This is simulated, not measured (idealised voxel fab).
Herein follows the process module entitled voxel self aligned contacts.
In the cross-section labelled cut, the width is 245 nm and each square cell is 5 nm.
In this document a cross-section is written as a grid of square cells. It is given as a series of bands, listed from the top down, and a band is one or more rows of cells.
Each band's line starts with the height of the band's top and of its bottom, in nm. Then come its materials from left to right, each with its width in nm. One material with "throughout" fills the band from edge to edge. "blank" is empty space.
It should be noted that heights are counted from 0, beneath which the wafer as supplied is of one material throughout, and that the lowest band possesses no lower boundary but continues downward, as written in "top 0, no bottom".
Width: "30..40" (first number = top row, second number = bottom row, same change from row to row of cells).
Step marked "nothing altered"? Then no cell in the cross-section changed in it.
"Fully closed voids": sealed empty spaces, 8 cells or more, no open way to top, listed width x height at distance, with distance from the left edge and width, height and distance in nm.
Post-settings text on a step line: simulator's own remark regarding the step.
overlay nm: how far to the right of its planned place the mask lay on this masked step (negative: to the left).
So here's the lineup of process steps we planned:
1) RECEIVE with material Si
2) CONFORMAL_DEP with material SiO2, thk nm 5
3) DIRECTIONAL_DEP with material polySi, thk nm 20
4) DIRECTIONAL_DEP with material SiN, thk nm 20
5) DIRECTIONAL_DEP with material aC, thk nm 10
6) PATTERN with tone cover, mask id GATE, material resist, width nm 25, pitch nm 55, thk nm 25, overlay nm 0
7) DIRECTIONAL_ETCH with etch materials aC, depth nm 10
8) STRIP with etch materials resist
9) DIRECTIONAL_ETCH with etch materials SiN, depth nm 20
10) DIRECTIONAL_ETCH with etch materials polySi, depth nm 20
11) STRIP with etch materials aC
12) CONFORMAL_DEP with material SiN, thk nm 5
13) DIRECTIONAL_ETCH with etch materials SiN, depth nm 5
14) FILL_DEP with material SiO2, thk nm 15
15) CMP with height nm 55
16) MASKED_ETCH with tone open, mask id CONTACT, width nm 40, pitch nm 55, etch materials SiO2, depth nm 55, overlay nm 0
17) CONFORMAL_DEP with material TiN, thk nm 5
18) FILL_DEP with material Ru, thk nm 5
19) CMP with height nm 55
20) CONFORMAL_DEP with material SiCN, thk nm 5
Cross-sectional view of the wafer in its as-received condition, corresponding to the state after step 1:
- top 0, no bottom  Si throughout
- Fully closed voids: none
The first of two wafers, cross-sectioned at the end of the module, with the run proceeding as planned:
- top 60, bottom 55  SiCN throughout
- top 55, bottom 45  SiO2 75 nm | TiN 5..15 nm | Ru 30..10 nm | TiN 5..15 nm | SiO2 15 nm | TiN 5..15 nm | Ru 30..10 nm | TiN 5..15 nm | SiO2 75 nm
- top 45, bottom 25  SiO2 50 nm | SiN 35 nm | TiN 5 nm | Ru 10 nm | TiN 5 nm | SiN 35 nm | TiN 5 nm | Ru 10 nm | TiN 5 nm | SiN 35 nm | SiO2 50 nm
- top 25, bottom 5  SiO2 50 nm | SiN 5 nm | polySi 25 nm | SiN 5 nm | TiN 5 nm | Ru 10 nm | TiN 5 nm | SiN 5 nm | polySi 25 nm | SiN 5 nm | TiN 5 nm | Ru 10 nm | TiN 5 nm | SiN 5 nm | polySi 25 nm | SiN 5 nm | SiO2 50 nm
- top 5, bottom 0  SiO2 85 nm | TiN 20 nm | SiO2 35 nm | TiN 20 nm | SiO2 85 nm
- top 0, no bottom  Si throughout
- Fully closed voids: none
What the second wafer looks like in cross-section once the module is done. Its start and its plan matched the first wafer's exactly; what differed was one mistake in how it was run:
- top 60, bottom 55  SiCN throughout
- top 55, bottom 35  SiO2 50 nm | SiN 35 nm | TiN 5 nm | Ru 10 nm | TiN 5 nm | SiN 35 nm | TiN 5 nm | Ru 10 nm | TiN 5 nm | SiN 35 nm | SiO2 50 nm
- top 35, bottom 15  SiO2 50 nm | SiN 5 nm | polySi 25 nm | SiN 5 nm | TiN 5 nm | Ru 10 nm | TiN 5 nm | SiN 5 nm | polySi 25 nm | SiN 5 nm | TiN 5 nm | Ru 10 nm | TiN 5 nm | SiN 5 nm | polySi 25 nm | SiN 5 nm | SiO2 50 nm
- top 15, bottom 5  SiO2 85 nm | TiN 5 nm | Ru 10 nm | TiN 5 nm | SiO2 35 nm | TiN 5 nm | Ru 10 nm | TiN 5 nm | SiO2 85 nm
- top 5, bottom 0  SiO2 85 nm | TiN 20 nm | SiO2 35 nm | TiN 20 nm | SiO2 85 nm
- top 0, no bottom  Si throughout
- Fully closed voids: none
What went wrong in running the wafer? heads up, step 2 didn't go per plan, it actually ran as CONFORMAL_DEP with material SiO2, thk nm 15
Per the end-of-run cell counts, the second wafer holds more or fewer of some materials than the first: Ru -8; SiO2 +16; TiN -8
